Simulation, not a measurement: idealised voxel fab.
Module name: voxel gate over fins (process module)
This is section cut - it's 170 nm across, gridded in 5 nm square cells.
Each cross-section below is a grid of square cells, stated as bands in top-down order, with one or more rows of cells making up each band. Each band's line starts with the height of the band's top and of its bottom, in nm. Then come its materials from left to right, each with its width in nm. One material with "full width" fills the band from edge to edge. "empty" is empty space. Below 0: as-received wafer, all one material; heights counted from there. Lowest band: no bottom, goes on down, written "0 -> down". Note: "30..40" means the width goes from the first number (top row of the band) to the second number (bottom row) in equal steps per row of cells. What does "everything unchanged" mean for a step? It means no cell of the cross-section changed in that step. Entry "Closed internal voids" = empty spaces >= 8 cells with no open way to the top; each as width x height at distance, distance from left edge, all nm. Post-settings text on a step line: simulator's own remark regarding the step. "overlay nm" answers the question of how far to the right of plan the mask lay on a step that has a mask, and when it is negative the answer is to the left.
## This section lists the process steps that were planned
| 1 | RECEIVE,material Si |
| 2 | CONFORMAL_DEP,material SiN,thk nm 5 |
| 3 | PATTERN,tone cover,mask id FINS,material resist,width nm 15,pitch nm 60,thk nm 20,overlay nm 0 |
| 4 | DIRECTIONAL_ETCH,etch materials SiN,depth nm 5 |
| 5 | DIRECTIONAL_ETCH,etch materials Si,depth nm 40 |
| 6 | STRIP,etch materials resist |
| 7 | OXIDIZE,depth nm 5 |
| 8 | FILL_DEP,material SiO2,thk nm 15 |
| 9 | CMP,height nm 5 |
| 10 | DIRECTIONAL_DEP,material aC,thk nm 10 |
| 11 | PATTERN,tone open,mask id RAIL,material resist,width nm 15,thk nm 25,overlay nm 0 |
| 12 | DIRECTIONAL_ETCH,etch materials aC,depth nm 10 |
| 13 | STRIP,etch materials resist |
| 14 | DIRECTIONAL_ETCH,etch materials SiO2,depth nm 40 |
| 15 | STRIP,etch materials aC |
| 16 | CONFORMAL_DEP,material TiN,thk nm 5 |
| 17 | FILL_DEP,material W,thk nm 10 |
| 18 | CMP,height nm 5 |
| 19 | SELECTIVE_ETCH,etch materials W Ru TiN,depth nm 20 |
| 20 | FILL_DEP,material SiO2,thk nm 5 |
| 21 | CMP,height nm 5 |
| 22 | SELECTIVE_ETCH,etch materials SiO2,depth nm 15 |
| 23 | STRIP,etch materials SiN |
| 24 | CONFORMAL_DEP,material HfO2,thk nm 5 |
| 25 | CONFORMAL_DEP,material TiN,thk nm 5 |
| 26 | FILL_DEP,material W,thk nm 15 |
| 27 | CMP,height nm 20 |
| 28 | CONFORMAL_DEP,material SiN,thk nm 10 |
## Wafer cross-section on receipt, i.e. after step 1
> 0 -> down = Si full width
> Closed internal voids: none
## First of two wafers: cross-section at end of module, run per plan
> 30 -> 20 = SiN full width
> 20 -> 10 = W full width
> 10 -> 5 = 10 of W / 25 of TiN / 35 of W / 25 of TiN / 35 of W / 25 of TiN / 15 of W
> 5 -> 0 = 10 of W / 5 of TiN / 15 of HfO2 / 5 of TiN / 35 of W / 5 of TiN / 15 of HfO2 / 5 of TiN / 35 of W / 5 of TiN / 15 of HfO2 / 5 of TiN / 15 of W
> 0 -> -5 = 15 of TiN / 5 of HfO2 / 5 of Si / 5 of HfO2 / 45 of TiN / 5 of HfO2 / 5 of Si / 5 of HfO2 / 45 of TiN / 5 of HfO2 / 5 of Si / 5 of HfO2 / 20 of TiN
> -5 -> -10 = 20 of HfO2 / 5 of Si / 55 of HfO2 / 5 of Si / 55 of HfO2 / 5 of Si / 25 of HfO2
> -10 -> -15 = 20 of SiO2 / 5 of Si / 55 of SiO2 / 5 of Si / 55 of SiO2 / 5 of Si / 25 of SiO2
> -15 -> -30 = 20 of SiO2 / 5 of Si / 20 of SiO2 / 5 of TiN / 5 of W / 5 of TiN / 20 of SiO2 / 5 of Si / 55 of SiO2 / 5 of Si / 25 of SiO2
> -30 -> -35 = 20 of SiO2 / 5 of Si / 20 of SiO2 / 15 of TiN / 20 of SiO2 / 5 of Si / 55 of SiO2 / 5 of Si / 25 of SiO2
> -35 -> -45 = 20 of SiO2 / 5 of Si / 55 of SiO2 / 5 of Si / 55 of SiO2 / 5 of Si / 25 of SiO2
> -45 -> down = Si full width
> Closed internal voids: none
## Cross-section, second wafer: same start as the first, same plan as the first, one mistake in running it; taken at the end of the module
> 30 -> 20 = SiN full width
> 20 -> 10 = W full width
> 10 -> 5 = 10 of W / 25 of TiN / 35 of W / 25 of TiN / 35 of W / 25 of TiN / 15 of W
> 5 -> 0 = 10 of W / 5 of TiN / 15 of HfO2 / 5 of TiN / 35 of W / 5 of TiN / 15 of HfO2 / 5 of TiN / 35 of W / 5 of TiN / 15 of HfO2 / 5 of TiN / 15 of W
> 0 -> -5 = 15 of TiN / 5 of HfO2 / 5 of Si / 5 of HfO2 / 45 of TiN / 5 of HfO2 / 5 of Si / 5 of HfO2 / 45 of TiN / 5 of HfO2 / 5 of Si / 5 of HfO2 / 20 of TiN
> -5 -> -10 = 20 of HfO2 / 5 of Si / 55 of HfO2 / 5 of Si / 55 of HfO2 / 5 of Si / 25 of HfO2
> -10 -> -15 = 20 of SiO2 / 5 of Si / 55 of SiO2 / 5 of Si / 55 of SiO2 / 5 of Si / 25 of SiO2
> -15 -> -30 = 20 of SiO2 / 5 of Si / 15 of SiO2 / 5 of TiN / 15 of W / 5 of TiN / 15 of SiO2 / 5 of Si / 55 of SiO2 / 5 of Si / 25 of SiO2
> -30 -> -35 = 20 of SiO2 / 5 of Si / 15 of SiO2 / 25 of TiN / 15 of SiO2 / 5 of Si / 55 of SiO2 / 5 of Si / 25 of SiO2
> -35 -> -45 = 20 of SiO2 / 5 of Si / 55 of SiO2 / 5 of Si / 55 of SiO2 / 5 of Si / 25 of SiO2
> -45 -> down = Si full width
> Closed internal voids: none
The mistake made against the process plan was this: step 11 went in with a setting other than planned; the actual run was PATTERN,tone open,mask id RAIL,material resist,width nm 25,thk nm 25,overlay nm 0
In the final state, the cell counts of the second wafer exceed or fall short of those of the first for the following materials: SiO2: 8 fewer; TiN: 2 more; W: 6 more
